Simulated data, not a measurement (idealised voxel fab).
process module | voxel transistor to metal
cross-section cut | 285 nm wide | cells 5 nm
A cross-section is a grid of square cells, given in bands from the top down. A band is one or more rows of cells.
Each band's line starts with the height of the band's top and of its bottom, in nm. Then come its materials from left to right, each with its width in nm. One material with "throughout" fills the band from edge to edge. "air" is empty space.
Height 0 is the level under which the wafer as received is all one material. The lowest band goes on downwards, as in "0 down".
A width such as "30 to 40" changes by the same amount from each row of cells to the next, from the band's top row to its bottom row.
"no change" after a step means that no cell of the cross-section changed.
closed voids: empty space of 8 cells or more with no open way to the top, each as width x height at its distance from the left edge, in nm
after a step's settings: what the simulator itself notes on the step
overlay nm, on a step with a mask: how far to the right of its planned place the mask lay; to the left if negative
plan
1 op RECEIVE | material Si
2 op OXIDIZE | depth nm 5
3 op CONFORMAL_DEP | material SiN | thk nm 10
4 op DIRECTIONAL_DEP | material aC | thk nm 15
5 op PATTERN | tone cover | mask id ACTIVE | material resist | width nm 105 | pitch nm 130 | thk nm 30 | overlay nm 0
6 op DIRECTIONAL_ETCH | etch materials aC | depth nm 15
7 op STRIP | etch materials resist
8 op DIRECTIONAL_ETCH | etch materials SiN | depth nm 10
9 op DIRECTIONAL_ETCH | etch materials SiO2 | depth nm 5
10 op DIRECTIONAL_ETCH | etch materials Si | depth nm 20
11 op STRIP | etch materials aC
12 op FILL_DEP | material SiO2 | thk nm 5
13 op CMP | height nm 10
14 op SELECTIVE_ETCH | etch materials SiO2 | depth nm 10
15 op STRIP | etch materials SiN
16 op SELECTIVE_ETCH | etch materials SiO2 | depth nm 5
17 op OXIDIZE | depth nm 5
18 op DIRECTIONAL_DEP | material polySi | thk nm 20
19 op DIRECTIONAL_DEP | material SiCN | thk nm 10
20 op PATTERN | tone cover | mask id GATE | material resist | width nm 35 | pitch nm 130 | thk nm 15 | overlay nm 0
21 op DIRECTIONAL_ETCH | etch materials SiCN | depth nm 20
22 op DIRECTIONAL_ETCH | etch materials polySi | depth nm 30
23 op STRIP | etch materials resist
24 op CONFORMAL_DEP | material SiN | thk nm 10
25 op DIRECTIONAL_ETCH | etch materials SiN | depth nm 10
26 op DIRECTIONAL_ETCH | etch materials SiO2 | depth nm 5
27 op DIRECTIONAL_ETCH | etch materials Si | depth nm 10
28 op EPI | material pSi | thk nm 15
29 op FILL_DEP | material SiO2 | thk nm 5
30 op CMP | height nm 15
31 op STRIP | etch materials polySi
32 op SELECTIVE_ETCH | etch materials SiO2 | depth nm 5
33 op CONFORMAL_DEP | material HfO2 | thk nm 5
34 op CONFORMAL_DEP | material TiN | thk nm 5
35 op FILL_DEP | material W | thk nm 10
36 op CMP | height nm 10
37 op DIRECTIONAL_DEP | material SiO2 | thk nm 10
38 op MASKED_ETCH | tone open | mask id CONTACT | width nm 15 | etch materials SiO2 | depth nm 25 | overlay nm 0
39 op CONFORMAL_DEP | material TiN | thk nm 5
40 op FILL_DEP | material W | thk nm 10
41 op CMP | height nm 20
42 op DIRECTIONAL_DEP | material TiN | thk nm 5
43 op DIRECTIONAL_DEP | material W | thk nm 25
44 op PATTERN | tone cover | mask id METAL_1 | material resist | width nm 15 | thk nm 15 | overlay nm 0
45 op DIRECTIONAL_ETCH | etch materials W | depth nm 25
46 op DIRECTIONAL_ETCH | etch materials TiN | depth nm 5
47 op STRIP | etch materials resist
48 op CONFORMAL_DEP | material SiN | thk nm 5
49 op FILL_DEP | material lowk | thk nm 5
50 op CMP | height nm 50
51 op CONFORMAL_DEP | material SiCN | thk nm 5
52 op DIRECTIONAL_DEP | material lowk | thk nm 25
53 op DIRECTIONAL_DEP | material aC | thk nm 10
54 op PATTERN | tone open | mask id METAL_2 | material resist | width nm 15 | pitch nm 130 | thk nm 25 | overlay nm 0
55 op DIRECTIONAL_ETCH | etch materials aC | depth nm 10
56 op STRIP | etch materials resist
57 op DIRECTIONAL_ETCH | etch materials lowk | depth nm 15
58 op STRIP | etch materials aC
59 op DIRECTIONAL_DEP | material aC | thk nm 15
60 op PATTERN | tone open | mask id METAL_2_HOLES | material resist | width nm 15 | pitch nm 130 | thk nm 35 | overlay nm 0
61 op DIRECTIONAL_ETCH | etch materials aC | depth nm 15
62 op STRIP | etch materials resist
63 op DIRECTIONAL_ETCH | etch materials lowk | depth nm 10
64 op DIRECTIONAL_ETCH | etch materials SiCN | depth nm 5
65 op STRIP | etch materials aC
66 op CONFORMAL_DEP | material TiN | thk nm 5
67 op FILL_DEP | material Cu | thk nm 10
68 op CMP | height nm 80
69 op CONFORMAL_DEP | material SiCN | thk nm 5
first wafer, as planned
as received, after step 1
  0 down: Si throughout
  closed voids: none
after step 2
  0 to -5: SiO2 throughout
  below -5: unchanged
after step 3
  10 to 0: SiN throughout
  below 0: unchanged
after step 4
  25 to 10: aC throughout
  below 10: unchanged
after step 5
  55 to 25: air 25 | resist 105 | air 25 | resist 105 | air 25
  below 25: unchanged
after step 6
  40 to 25: air 25 | resist 105 | air 25 | resist 105 | air 25
  25 to 10: air 25 | aC 105 | air 25 | aC 105 | air 25
  below 10: unchanged
after step 7
  25 to 10: air 25 | aC 105 | air 25 | aC 105 | air 25
  below 10: unchanged
after step 8
  25 to 10: air 25 | aC 105 | air 25 | aC 105 | air 25
  10 to 0: air 25 | SiN 105 | air 25 | SiN 105 | air 25
  below 0: unchanged
after step 9
  25 to 10: air 25 | aC 105 | air 25 | aC 105 | air 25
  10 to 0: air 25 | SiN 105 | air 25 | SiN 105 | air 25
  0 to -5: air 25 | SiO2 105 | air 25 | SiO2 105 | air 25
  below -5: unchanged
after step 10
  25 to 10: air 25 | aC 105 | air 25 | aC 105 | air 25
  10 to 0: air 25 | SiN 105 | air 25 | SiN 105 | air 25
  0 to -5: air 25 | SiO2 105 | air 25 | SiO2 105 | air 25
  -5 to -25: air 25 | Si 105 | air 25 | Si 105 | air 25
  below -25: unchanged
after step 11
  10 to 0: air 25 | SiN 105 | air 25 | SiN 105 | air 25
  below 0: unchanged
after step 12
  15 to 10: SiO2 throughout
  10 to 0: SiO2 25 | SiN 105 | SiO2 25 | SiN 105 | SiO2 25
  0 to -5: SiO2 throughout
  -5 to -25: SiO2 25 | Si 105 | SiO2 25 | Si 105 | SiO2 25
  below -25: unchanged
after step 13
  10 to 0: SiO2 25 | SiN 105 | SiO2 25 | SiN 105 | SiO2 25
  below 0: unchanged
after step 14
  10 to 0: air 25 | SiN 105 | air 25 | SiN 105 | air 25
  below 0: unchanged
after step 15
  0 to -5: SiO2 throughout
  below -5: unchanged
after step 16
  -5 to -25: SiO2 25 | Si 105 | SiO2 25 | Si 105 | SiO2 25
  below -25: unchanged
after step 17
  -5 to -10: SiO2 throughout
  below -10: unchanged
after step 18
  15 to -5: polySi throughout
  below -5: unchanged
after step 19
  25 to 15: SiCN throughout
  below 15: unchanged
after step 20
  40 to 25: air 60 | resist 35 | air 95 | resist 35 | air 60
  below 25: unchanged
after step 21
  40 to 25: air 60 | resist 35 | air 95 | resist 35 | air 60
  25 to 15: air 60 | SiCN 35 | air 95 | SiCN 35 | air 60
  below 15: unchanged
after step 22
  40 to 25: air 60 | resist 35 | air 95 | resist 35 | air 60
  25 to 15: air 60 | SiCN 35 | air 95 | SiCN 35 | air 60
  15 to -5: air 60 | polySi 35 | air 95 | polySi 35 | air 60
  below -5: unchanged
after step 23
  25 to 15: air 60 | SiCN 35 | air 95 | SiCN 35 | air 60
  below 15: unchanged
after step 24
  35 to 25: air 50 | SiN 55 | air 75 | SiN 55 | air 50
  25 to 15: air 50 | SiN 10 | SiCN 35 | SiN 10 | air 75 | SiN 10 | SiCN 35 | SiN 10 | air 50
  15 to 5: air 50 | SiN 10 | polySi 35 | SiN 10 | air 75 | SiN 10 | polySi 35 | SiN 10 | air 50
  5 to -5: SiN 60 | polySi 35 | SiN 95 | polySi 35 | SiN 60
  below -5: unchanged
after step 25
  25 to 15: air 50 | SiN 10 | SiCN 35 | SiN 10 | air 75 | SiN 10 | SiCN 35 | SiN 10 | air 50
  15 to -5: air 50 | SiN 10 | polySi 35 | SiN 10 | air 75 | SiN 10 | polySi 35 | SiN 10 | air 50
  below -5: unchanged
after step 26
  25 to 15: air 50 | SiN 10 | SiCN 35 | SiN 10 | air 75 | SiN 10 | SiCN 35 | SiN 10 | air 50
  15 to -5: air 50 | SiN 10 | polySi 35 | SiN 10 | air 75 | SiN 10 | polySi 35 | SiN 10 | air 50
  -5 to -10: air 50 | SiO2 55 | air 75 | SiO2 55 | air 50
  below -10: unchanged
after step 27
  25 to 15: air 50 | SiN 10 | SiCN 35 | SiN 10 | air 75 | SiN 10 | SiCN 35 | SiN 10 | air 50
  15 to -5: air 50 | SiN 10 | polySi 35 | SiN 10 | air 75 | SiN 10 | polySi 35 | SiN 10 | air 50
  -5 to -10: air 50 | SiO2 55 | air 75 | SiO2 55 | air 50
  -10 to -20: SiO2 25 | air 25 | Si 55 | air 25 | SiO2 25 | air 25 | Si 55 | air 25 | SiO2 25
  below -20: unchanged
after step 28
  25 to 15: air 50 | SiN 10 | SiCN 35 | SiN 10 | air 75 | SiN 10 | SiCN 35 | SiN 10 | air 50
  15 to 5: air 50 | SiN 10 | polySi 35 | SiN 10 | air 75 | SiN 10 | polySi 35 | SiN 10 | air 50
  5 to -5: air 35 | pSi 15 | SiN 10 | polySi 35 | SiN 10 | pSi 15 | air 45 | pSi 15 | SiN 10 | polySi 35 | SiN 10 | pSi 15 | air 35
  -5 to -10: air 20 | pSi 30 | SiO2 55 | pSi 30 | air 15 | pSi 30 | SiO2 55 | pSi 30 | air 20
  -10 to -20: SiO2 25 | pSi 25 | Si 55 | pSi 25 | SiO2 25 | pSi 25 | Si 55 | pSi 25 | SiO2 25
  below -20: unchanged
after step 29
  30 to 25: SiO2 throughout
  25 to 15: SiO2 50 | SiN 10 | SiCN 35 | SiN 10 | SiO2 75 | SiN 10 | SiCN 35 | SiN 10 | SiO2 50
  15 to 5: SiO2 50 | SiN 10 | polySi 35 | SiN 10 | SiO2 75 | SiN 10 | polySi 35 | SiN 10 | SiO2 50
  5 to -5: SiO2 35 | pSi 15 | SiN 10 | polySi 35 | SiN 10 | pSi 15 | SiO2 45 | pSi 15 | SiN 10 | polySi 35 | SiN 10 | pSi 15 | SiO2 35
  -5 to -10: SiO2 20 | pSi 30 | SiO2 55 | pSi 30 | SiO2 15 | pSi 30 | SiO2 55 | pSi 30 | SiO2 20
  below -10: unchanged
after step 30
  15 to 5: SiO2 50 | SiN 10 | polySi 35 | SiN 10 | SiO2 75 | SiN 10 | polySi 35 | SiN 10 | SiO2 50
  below 5: unchanged
after step 31
  15 to 5: SiO2 50 | SiN 10 | air 35 | SiN 10 | SiO2 75 | SiN 10 | air 35 | SiN 10 | SiO2 50
  5 to -5: SiO2 35 | pSi 15 | SiN 10 | air 35 | SiN 10 | pSi 15 | SiO2 45 | pSi 15 | SiN 10 | air 35 | SiN 10 | pSi 15 | SiO2 35
  below -5: unchanged
after step 32
  15 to 10: air 50 | SiN 10 | air 35 | SiN 10 | air 75 | SiN 10 | air 35 | SiN 10 | air 50
  10 to 5: SiO2 50 | SiN 10 | air 35 | SiN 10 | SiO2 75 | SiN 10 | air 35 | SiN 10 | SiO2 50
  5 to -5: SiO2 35 | pSi 15 | SiN 10 | air 35 | SiN 10 | pSi 15 | SiO2 45 | pSi 15 | SiN 10 | air 35 | SiN 10 | pSi 15 | SiO2 35
  -5 to -10: SiO2 20 | pSi 30 | SiO2 5 | air 45 | SiO2 5 | pSi 30 | SiO2 15 | pSi 30 | SiO2 5 | air 45 | SiO2 5 | pSi 30 | SiO2 20
  below -10: unchanged
after step 33
  20 to 15: air 45 | HfO2 20 | air 25 | HfO2 20 | air 65 | HfO2 20 | air 25 | HfO2 20 | air 45
  15 to 10: HfO2 50 | SiN 10 | HfO2 5 | air 25 | HfO2 5 | SiN 10 | HfO2 75 | SiN 10 | HfO2 5 | air 25 | HfO2 5 | SiN 10 | HfO2 50
  10 to 5: SiO2 50 | SiN 10 | HfO2 5 | air 25 | HfO2 5 | SiN 10 | SiO2 75 | SiN 10 | HfO2 5 | air 25 | HfO2 5 | SiN 10 | SiO2 50
  5 to -5: SiO2 35 | pSi 15 | SiN 10 | HfO2 5 | air 25 | HfO2 5 | SiN 10 | pSi 15 | SiO2 45 | pSi 15 | SiN 10 | HfO2 5 | air 25 | HfO2 5 | SiN 10 | pSi 15 | SiO2 35
  -5 to -10: SiO2 20 | pSi 30 | SiO2 5 | HfO2 45 | SiO2 5 | pSi 30 | SiO2 15 | pSi 30 | SiO2 5 | HfO2 45 | SiO2 5 | pSi 30 | SiO2 20
  below -10: unchanged
after step 34
  25 to 20: air 40 | TiN 30 | air 15 | TiN 30 | air 55 | TiN 30 | air 15 | TiN 30 | air 40
  20 to 15: TiN 45 | HfO2 20 | TiN 5 | air 15 | TiN 5 | HfO2 20 | TiN 65 | HfO2 20 | TiN 5 | air 15 | TiN 5 | HfO2 20 | TiN 45
  15 to 10: HfO2 50 | SiN 10 | HfO2 5 | TiN 5 | air 15 | TiN 5 | HfO2 5 | SiN 10 | HfO2 75 | SiN 10 | HfO2 5 | TiN 5 | air 15 | TiN 5 | HfO2 5 | SiN 10 | HfO2 50
  10 to 5: SiO2 50 | SiN 10 | HfO2 5 | TiN 5 | air 15 | TiN 5 | HfO2 5 | SiN 10 | SiO2 75 | SiN 10 | HfO2 5 | TiN 5 | air 15 | TiN 5 | HfO2 5 | SiN 10 | SiO2 50
  5 to 0: SiO2 35 | pSi 15 | SiN 10 | HfO2 5 | TiN 5 | air 15 | TiN 5 | HfO2 5 | SiN 10 | pSi 15 | SiO2 45 | pSi 15 | SiN 10 | HfO2 5 | TiN 5 | air 15 | TiN 5 | HfO2 5 | SiN 10 | pSi 15 | SiO2 35
  0 to -5: SiO2 35 | pSi 15 | SiN 10 | HfO2 5 | TiN 25 | HfO2 5 | SiN 10 | pSi 15 | SiO2 45 | pSi 15 | SiN 10 | HfO2 5 | TiN 25 | HfO2 5 | SiN 10 | pSi 15 | SiO2 35
  below -5: unchanged
after step 35
  35 to 25: W throughout
  25 to 20: W 40 | TiN 30 | W 15 | TiN 30 | W 55 | TiN 30 | W 15 | TiN 30 | W 40
  20 to 15: TiN 45 | HfO2 20 | TiN 5 | W 15 | TiN 5 | HfO2 20 | TiN 65 | HfO2 20 | TiN 5 | W 15 | TiN 5 | HfO2 20 | TiN 45
  15 to 10: HfO2 50 | SiN 10 | HfO2 5 | TiN 5 | W 15 | TiN 5 | HfO2 5 | SiN 10 | HfO2 75 | SiN 10 | HfO2 5 | TiN 5 | W 15 | TiN 5 | HfO2 5 | SiN 10 | HfO2 50
  10 to 5: SiO2 50 | SiN 10 | HfO2 5 | TiN 5 | W 15 | TiN 5 | HfO2 5 | SiN 10 | SiO2 75 | SiN 10 | HfO2 5 | TiN 5 | W 15 | TiN 5 | HfO2 5 | SiN 10 | SiO2 50
  5 to 0: SiO2 35 | pSi 15 | SiN 10 | HfO2 5 | TiN 5 | W 15 | TiN 5 | HfO2 5 | SiN 10 | pSi 15 | SiO2 45 | pSi 15 | SiN 10 | HfO2 5 | TiN 5 | W 15 | TiN 5 | HfO2 5 | SiN 10 | pSi 15 | SiO2 35
  below 0: unchanged
after step 36
  10 to 5: SiO2 50 | SiN 10 | HfO2 5 | TiN 5 | W 15 | TiN 5 | HfO2 5 | SiN 10 | SiO2 75 | SiN 10 | HfO2 5 | TiN 5 | W 15 | TiN 5 | HfO2 5 | SiN 10 | SiO2 50
  below 5: unchanged
after step 37
  20 to 10: SiO2 throughout
  below 10: unchanged
after step 38
  20 to 10: SiO2 30 | air 15 | SiO2 65 | air 15 | SiO2 35 | air 15 | SiO2 65 | air 15 | SiO2 30
  10 to 5: SiO2 30 | air 15 | SiO2 5 | SiN 10 | HfO2 5 | TiN 5 | W 15 | TiN 5 | HfO2 5 | SiN 10 | SiO2 5 | air 15 | SiO2 35 | air 15 | SiO2 5 | SiN 10 | HfO2 5 | TiN 5 | W 15 | TiN 5 | HfO2 5 | SiN 10 | SiO2 5 | air 15 | SiO2 30
  5 to 0: SiO2 30 | air 5 | pSi 15 | SiN 10 | HfO2 5 | TiN 5 | W 15 | TiN 5 | HfO2 5 | SiN 10 | pSi 15 | air 5 | SiO2 35 | air 5 | pSi 15 | SiN 10 | HfO2 5 | TiN 5 | W 15 | TiN 5 | HfO2 5 | SiN 10 | pSi 15 | air 5 | SiO2 30
  0 to -5: SiO2 30 | air 5 | pSi 15 | SiN 10 | HfO2 5 | TiN 25 | HfO2 5 | SiN 10 | pSi 15 | air 5 | SiO2 35 | air 5 | pSi 15 | SiN 10 | HfO2 5 | TiN 25 | HfO2 5 | SiN 10 | pSi 15 | air 5 | SiO2 30
  below -5: unchanged
after step 39
  25 to 20: TiN 35 | air 5 | TiN 75 | air 5 | TiN 45 | air 5 | TiN 75 | air 5 | TiN 35
  20 to 10: SiO2 30 | TiN 5 | air 5 | TiN 5 | SiO2 65 | TiN 5 | air 5 | TiN 5 | SiO2 35 | TiN 5 | air 5 | TiN 5 | SiO2 65 | TiN 5 | air 5 | TiN 5 | SiO2 30
  10 to 5: SiO2 30 | TiN 15 | SiO2 5 | SiN 10 | HfO2 5 | TiN 5 | W 15 | TiN 5 | HfO2 5 | SiN 10 | SiO2 5 | TiN 15 | SiO2 35 | TiN 15 | SiO2 5 | SiN 10 | HfO2 5 | TiN 5 | W 15 | TiN 5 | HfO2 5 | SiN 10 | SiO2 5 | TiN 15 | SiO2 30
  5 to 0: SiO2 30 | TiN 5 | pSi 15 | SiN 10 | HfO2 5 | TiN 5 | W 15 | TiN 5 | HfO2 5 | SiN 10 | pSi 15 | TiN 5 | SiO2 35 | TiN 5 | pSi 15 | SiN 10 | HfO2 5 | TiN 5 | W 15 | TiN 5 | HfO2 5 | SiN 10 | pSi 15 | TiN 5 | SiO2 30
  0 to -5: SiO2 30 | TiN 5 | pSi 15 | SiN 10 | HfO2 5 | TiN 25 | HfO2 5 | SiN 10 | pSi 15 | TiN 5 | SiO2 35 | TiN 5 | pSi 15 | SiN 10 | HfO2 5 | TiN 25 | HfO2 5 | SiN 10 | pSi 15 | TiN 5 | SiO2 30
  below -5: unchanged
after step 40
  35 to 25: W throughout
  25 to 20: TiN 35 | W 5 | TiN 75 | W 5 | TiN 45 | W 5 | TiN 75 | W 5 | TiN 35
  20 to 10: SiO2 30 | TiN 5 | W 5 | TiN 5 | SiO2 65 | TiN 5 | W 5 | TiN 5 | SiO2 35 | TiN 5 | W 5 | TiN 5 | SiO2 65 | TiN 5 | W 5 | TiN 5 | SiO2 30
  below 10: unchanged
after step 41
  20 to 10: SiO2 30 | TiN 5 | W 5 | TiN 5 | SiO2 65 | TiN 5 | W 5 | TiN 5 | SiO2 35 | TiN 5 | W 5 | TiN 5 | SiO2 65 | TiN 5 | W 5 | TiN 5 | SiO2 30
  below 10: unchanged
after step 42
  25 to 20: TiN throughout
  below 20: unchanged
after step 43
  50 to 25: W throughout
  below 25: unchanged
after step 44
  65 to 50: air 30 | resist 15 | air 65 | resist 15 | air 35 | resist 15 | air 65 | resist 15 | air 30
  below 50: unchanged
after step 45
  65 to 50: air 30 | resist 15 | air 65 | resist 15 | air 35 | resist 15 | air 65 | resist 15 | air 30
  50 to 25: air 30 | W 15 | air 65 | W 15 | air 35 | W 15 | air 65 | W 15 | air 30
  below 25: unchanged
after step 46
  65 to 50: air 30 | resist 15 | air 65 | resist 15 | air 35 | resist 15 | air 65 | resist 15 | air 30
  50 to 25: air 30 | W 15 | air 65 | W 15 | air 35 | W 15 | air 65 | W 15 | air 30
  25 to 20: air 30 | TiN 15 | air 65 | TiN 15 | air 35 | TiN 15 | air 65 | TiN 15 | air 30
  below 20: unchanged
after step 47
  50 to 25: air 30 | W 15 | air 65 | W 15 | air 35 | W 15 | air 65 | W 15 | air 30
  below 25: unchanged
after step 48
  55 to 50: air 25 | SiN 25 | air 55 | SiN 25 | air 25 | SiN 25 | air 55 | SiN 25 | air 25
  50 to 25: air 25 | SiN 5 | W 15 | SiN 5 | air 55 | SiN 5 | W 15 | SiN 5 | air 25 | SiN 5 | W 15 | SiN 5 | air 55 | SiN 5 | W 15 | SiN 5 | air 25
  25 to 20: SiN 30 | TiN 15 | SiN 65 | TiN 15 | SiN 35 | TiN 15 | SiN 65 | TiN 15 | SiN 30
  below 20: unchanged
after step 49
  60 to 55: lowk throughout
  55 to 50: lowk 25 | SiN 25 | lowk 55 | SiN 25 | lowk 25 | SiN 25 | lowk 55 | SiN 25 | lowk 25
  50 to 25: lowk 25 | SiN 5 | W 15 | SiN 5 | lowk 55 | SiN 5 | W 15 | SiN 5 | lowk 25 | SiN 5 | W 15 | SiN 5 | lowk 55 | SiN 5 | W 15 | SiN 5 | lowk 25
  below 25: unchanged
after step 50
  50 to 25: lowk 25 | SiN 5 | W 15 | SiN 5 | lowk 55 | SiN 5 | W 15 | SiN 5 | lowk 25 | SiN 5 | W 15 | SiN 5 | lowk 55 | SiN 5 | W 15 | SiN 5 | lowk 25
  below 25: unchanged
after step 51
  55 to 50: SiCN throughout
  below 50: unchanged
after step 52
  80 to 55: lowk throughout
  below 55: unchanged
after step 53
  90 to 80: aC throughout
  below 80: unchanged
after step 54
  115 to 90: resist 30 | air 15 | resist 115 | air 15 | resist 110
  below 90: unchanged
after step 55
  105 to 90: resist 30 | air 15 | resist 115 | air 15 | resist 110
  90 to 80: aC 30 | air 15 | aC 115 | air 15 | aC 110
  below 80: unchanged
after step 56
  90 to 80: aC 30 | air 15 | aC 115 | air 15 | aC 110
  below 80: unchanged
after step 57
  90 to 80: aC 30 | air 15 | aC 115 | air 15 | aC 110
  80 to 65: lowk 30 | air 15 | lowk 115 | air 15 | lowk 110
  below 65: unchanged
after step 58
  80 to 65: lowk 30 | air 15 | lowk 115 | air 15 | lowk 110
  below 65: unchanged
after step 59
  95 to 80: aC 30 | air 15 | aC 115 | air 15 | aC 110
  80 to 65: lowk 30 | aC 15 | lowk 115 | aC 15 | lowk 110
  below 65: unchanged
after step 60
  130 to 95: resist 30 | air 15 | resist 115 | air 15 | resist 110
  below 95: unchanged
after step 61
  115 to 95: resist 30 | air 15 | resist 115 | air 15 | resist 110
  95 to 80: aC 30 | air 15 | aC 115 | air 15 | aC 110
  80 to 65: lowk 30 | air 15 | lowk 115 | air 15 | lowk 110
  below 65: unchanged
after step 62
  95 to 80: aC 30 | air 15 | aC 115 | air 15 | aC 110
  below 80: unchanged
after step 63
  95 to 80: aC 30 | air 15 | aC 115 | air 15 | aC 110
  80 to 55: lowk 30 | air 15 | lowk 115 | air 15 | lowk 110
  below 55: unchanged
after step 64
  95 to 80: aC 30 | air 15 | aC 115 | air 15 | aC 110
  80 to 55: lowk 30 | air 15 | lowk 115 | air 15 | lowk 110
  55 to 50: SiCN 30 | air 15 | SiCN 115 | air 15 | SiCN 110
  below 50: unchanged
after step 65
  80 to 55: lowk 30 | air 15 | lowk 115 | air 15 | lowk 110
  below 55: unchanged
after step 66
  85 to 80: TiN 35 | air 5 | TiN 125 | air 5 | TiN 115
  80 to 55: lowk 30 | TiN 5 | air 5 | TiN 5 | lowk 115 | TiN 5 | air 5 | TiN 5 | lowk 110
  55 to 50: SiCN 30 | TiN 15 | SiCN 115 | TiN 15 | SiCN 110
  below 50: unchanged
after step 67
  95 to 85: Cu throughout
  85 to 80: TiN 35 | Cu 5 | TiN 125 | Cu 5 | TiN 115
  80 to 55: lowk 30 | TiN 5 | Cu 5 | TiN 5 | lowk 115 | TiN 5 | Cu 5 | TiN 5 | lowk 110
  below 55: unchanged
after step 68
  80 to 55: lowk 30 | TiN 5 | Cu 5 | TiN 5 | lowk 115 | TiN 5 | Cu 5 | TiN 5 | lowk 110
  below 55: unchanged
after step 69
  85 to 80: SiCN throughout
  below 80: unchanged
second wafer: like start, like plan, one mistake. Through step 43 it matches the first wafer
when step 44 should have ended
  65 to 50: air 25 | resist 25 | air 55 | resist 25 | air 25 | resist 25 | air 55 | resist 25 | air 25
  below 50: unchanged
when step 45 should have ended
  65 to 50: air 25 | resist 25 | air 55 | resist 25 | air 25 | resist 25 | air 55 | resist 25 | air 25
  50 to 25: air 25 | W 25 | air 55 | W 25 | air 25 | W 25 | air 55 | W 25 | air 25
  below 25: unchanged
when step 46 should have ended
  65 to 50: air 25 | resist 25 | air 55 | resist 25 | air 25 | resist 25 | air 55 | resist 25 | air 25
  50 to 25: air 25 | W 25 | air 55 | W 25 | air 25 | W 25 | air 55 | W 25 | air 25
  25 to 20: air 25 | TiN 25 | air 55 | TiN 25 | air 25 | TiN 25 | air 55 | TiN 25 | air 25
  below 20: unchanged
when step 47 should have ended
  50 to 25: air 25 | W 25 | air 55 | W 25 | air 25 | W 25 | air 55 | W 25 | air 25
  below 25: unchanged
when step 48 should have ended
  55 to 50: air 20 | SiN 35 | air 45 | SiN 35 | air 15 | SiN 35 | air 45 | SiN 35 | air 20
  50 to 25: air 20 | SiN 5 | W 25 | SiN 5 | air 45 | SiN 5 | W 25 | SiN 5 | air 15 | SiN 5 | W 25 | SiN 5 | air 45 | SiN 5 | W 25 | SiN 5 | air 20
  25 to 20: SiN 25 | TiN 25 | SiN 55 | TiN 25 | SiN 25 | TiN 25 | SiN 55 | TiN 25 | SiN 25
  below 20: unchanged
when step 49 should have ended
  60 to 55: lowk throughout
  55 to 50: lowk 20 | SiN 35 | lowk 45 | SiN 35 | lowk 15 | SiN 35 | lowk 45 | SiN 35 | lowk 20
  50 to 25: lowk 20 | SiN 5 | W 25 | SiN 5 | lowk 45 | SiN 5 | W 25 | SiN 5 | lowk 15 | SiN 5 | W 25 | SiN 5 | lowk 45 | SiN 5 | W 25 | SiN 5 | lowk 20
  below 25: unchanged
when step 50 should have ended
  50 to 25: lowk 20 | SiN 5 | W 25 | SiN 5 | lowk 45 | SiN 5 | W 25 | SiN 5 | lowk 15 | SiN 5 | W 25 | SiN 5 | lowk 45 | SiN 5 | W 25 | SiN 5 | lowk 20
  below 25: unchanged
when step 51 should have ended
  55 to 50: SiCN throughout
  below 50: unchanged
when step 52 should have ended
  80 to 55: lowk throughout
  below 55: unchanged
when step 53 should have ended
  90 to 80: aC throughout
  below 80: unchanged
when step 54 should have ended
  115 to 90: resist 30 | air 15 | resist 115 | air 15 | resist 110
  below 90: unchanged
when step 55 should have ended
  105 to 90: resist 30 | air 15 | resist 115 | air 15 | resist 110
  90 to 80: aC 30 | air 15 | aC 115 | air 15 | aC 110
  below 80: unchanged
when step 56 should have ended
  90 to 80: aC 30 | air 15 | aC 115 | air 15 | aC 110
  below 80: unchanged
when step 57 should have ended
  90 to 80: aC 30 | air 15 | aC 115 | air 15 | aC 110
  80 to 65: lowk 30 | air 15 | lowk 115 | air 15 | lowk 110
  below 65: unchanged
when step 58 should have ended
  80 to 65: lowk 30 | air 15 | lowk 115 | air 15 | lowk 110
  below 65: unchanged
when step 59 should have ended
  95 to 80: aC 30 | air 15 | aC 115 | air 15 | aC 110
  80 to 65: lowk 30 | aC 15 | lowk 115 | aC 15 | lowk 110
  below 65: unchanged
when step 60 should have ended
  130 to 95: resist 30 | air 15 | resist 115 | air 15 | resist 110
  below 95: unchanged
when step 61 should have ended
  115 to 95: resist 30 | air 15 | resist 115 | air 15 | resist 110
  95 to 80: aC 30 | air 15 | aC 115 | air 15 | aC 110
  80 to 65: lowk 30 | air 15 | lowk 115 | air 15 | lowk 110
  below 65: unchanged
when step 62 should have ended
  95 to 80: aC 30 | air 15 | aC 115 | air 15 | aC 110
  below 80: unchanged
when step 63 should have ended
  95 to 80: aC 30 | air 15 | aC 115 | air 15 | aC 110
  80 to 55: lowk 30 | air 15 | lowk 115 | air 15 | lowk 110
  below 55: unchanged
when step 64 should have ended
  95 to 80: aC 30 | air 15 | aC 115 | air 15 | aC 110
  80 to 55: lowk 30 | air 15 | lowk 115 | air 15 | lowk 110
  55 to 50: SiCN 30 | air 15 | SiCN 115 | air 15 | SiCN 110
  below 50: unchanged
when step 65 should have ended
  80 to 55: lowk 30 | air 15 | lowk 115 | air 15 | lowk 110
  below 55: unchanged
when step 66 should have ended
  85 to 80: TiN 35 | air 5 | TiN 125 | air 5 | TiN 115
  80 to 55: lowk 30 | TiN 5 | air 5 | TiN 5 | lowk 115 | TiN 5 | air 5 | TiN 5 | lowk 110
  55 to 50: SiCN 30 | TiN 15 | SiCN 115 | TiN 15 | SiCN 110
  below 50: unchanged
when step 67 should have ended
  95 to 85: Cu throughout
  85 to 80: TiN 35 | Cu 5 | TiN 125 | Cu 5 | TiN 115
  80 to 55: lowk 30 | TiN 5 | Cu 5 | TiN 5 | lowk 115 | TiN 5 | Cu 5 | TiN 5 | lowk 110
  below 55: unchanged
when step 68 should have ended
  80 to 55: lowk 30 | TiN 5 | Cu 5 | TiN 5 | lowk 115 | TiN 5 | Cu 5 | TiN 5 | lowk 110
  below 55: unchanged
when step 69 should have ended
  85 to 80: SiCN throughout
  below 80: unchanged
what went wrong: step 44 ran as: op PATTERN | tone cover | mask id METAL_1 | material resist | width nm 25 | thk nm 15 | overlay nm 0
at the end the second wafer has, in cells: 8 fewer of SiN | 8 more of TiN | 40 more of W | 40 fewer of lowk
